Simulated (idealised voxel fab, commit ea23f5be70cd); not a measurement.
Proc. module: voxel wiring stack
It is cross-section cut that appears here, measuring 290 nm in width, its square cells being 5 nm in size.
Format of a cross-section: grid, square cells. Given as bands. Order: top down. Band: one or more rows of cells. Heads up on the band format: heights come first, top then bottom, in nm. After that it's the materials left to right, each with its width in nm. A single material flagged "edge to edge" fills the whole band edge to edge, and "empty" means there's empty space there. Heights are expressed relative to 0, this being the level below which the as-received wafer comprises one material exclusively. The lowest band is unbounded in the downward direction and is denoted as in "0 and below". Per-row width for "30..40": begins at first number (top row of band), ends at second number (bottom row), increment between rows held constant. The designation "no change", where it is given for a processing step, indicates that no cell of the cross-section was altered in the course of that step. "closed voids" specifies each empty space that is not open to the top and that occupies no fewer than 8 cells, using the form width x height at distance, the distance measured from the left edge and all three quantities in nm. Where a step's line continues beyond its settings, the continuation is a remark by the simulator itself on that step. overlay nm: mask offset rightward from planned place, masked step; negative means leftward offset.

Intended process steps:
1. RECEIVE,material Si
2. CONFORMAL_DEP,material SiO2,thk nm 15
3. CONFORMAL_DEP,material SiCN,thk nm 5
4. DIRECTIONAL_DEP,material SiO2,thk nm 20
5. PATTERN,tone open,mask id METAL_1,material resist,width nm 30,pitch nm 50,thk nm 15,overlay nm 0
6. DIRECTIONAL_ETCH,etch materials SiO2,depth nm 20
7. DIRECTIONAL_ETCH,etch materials SiCN,depth nm 5
8. STRIP,etch materials resist
9. CONFORMAL_DEP,material TiN,thk nm 5
10. FILL_DEP,material Cu,thk nm 5
11. CMP,height nm 40
12. EPI,material Ru,thk nm 5
13. FILL_DEP,material SiCN,thk nm 5
14. DIRECTIONAL_DEP,material lowk,thk nm 20
15. DIRECTIONAL_DEP,material aC,thk nm 15
16. PATTERN,tone open,mask id PLUG_1,material resist,width nm 15,pitch nm 50,thk nm 35,overlay nm 0
17. DIRECTIONAL_ETCH,etch materials aC,depth nm 15
18. STRIP,etch materials resist
19. DIRECTIONAL_ETCH,etch materials lowk,depth nm 20
20. DIRECTIONAL_ETCH,etch materials SiCN,depth nm 5
21. STRIP,etch materials aC
22. CONFORMAL_DEP,material TiN,thk nm 5
23. FILL_DEP,material Ru,thk nm 5
24. CMP,height nm 70
25. CONFORMAL_DEP,material SiN,thk nm 5
26. DIRECTIONAL_DEP,material lowk,thk nm 15
27. MASKED_ETCH,tone open,mask id METAL_2,width nm 30,pitch nm 50,etch materials lowk,depth nm 15,overlay nm 0
28. MASKED_ETCH,tone open,mask id METAL_2,width nm 30,pitch nm 50,etch materials SiN,depth nm 5,overlay nm -15
29. CONFORMAL_DEP,material TiN,thk nm 5
30. FILL_DEP,material Cu,thk nm 10
31. CMP,height nm 90
32. CONFORMAL_DEP,material SiCN,thk nm 5
The overlay nm used in step 28 is not the same on every wafer, whereas the starting condition is; the value printed in the plan is the first wafer's.

Cross-section of the first incoming wafer of several, state after step 1:
0 and below = Si edge to edge
closed voids: none

Tabulated below, wafer by wafer, are the end-of-module results: for each material, the number of cells gained (+) or lost (-) relative to the as-received state, followed by the closed voids:
overlay nm -15; +100 Cu; +48 Ru; +164 SiCN; +46 SiN; +310 SiO2; +148 TiN; +286 lowk; closed voids: none
overlay nm -10; +104 Cu; +48 Ru; +164 SiCN; +42 SiN; +310 SiO2; +148 TiN; +286 lowk; closed voids: none
overlay nm -5; +108 Cu; +48 Ru; +164 SiCN; +38 SiN; +310 SiO2; +148 TiN; +286 lowk; closed voids: none
overlay nm 0; +112 Cu; +48 Ru; +164 SiCN; +34 SiN; +310 SiO2; +148 TiN; +286 lowk; closed voids: none
overlay nm 5; +108 Cu; +48 Ru; +164 SiCN; +38 SiN; +310 SiO2; +148 TiN; +286 lowk; closed voids: none
overlay nm 10; +104 Cu; +48 Ru; +164 SiCN; +42 SiN; +310 SiO2; +148 TiN; +286 lowk; closed voids: none
overlay nm 15; +100 Cu; +48 Ru; +164 SiCN; +46 SiN; +310 SiO2; +148 TiN; +286 lowk; closed voids: none
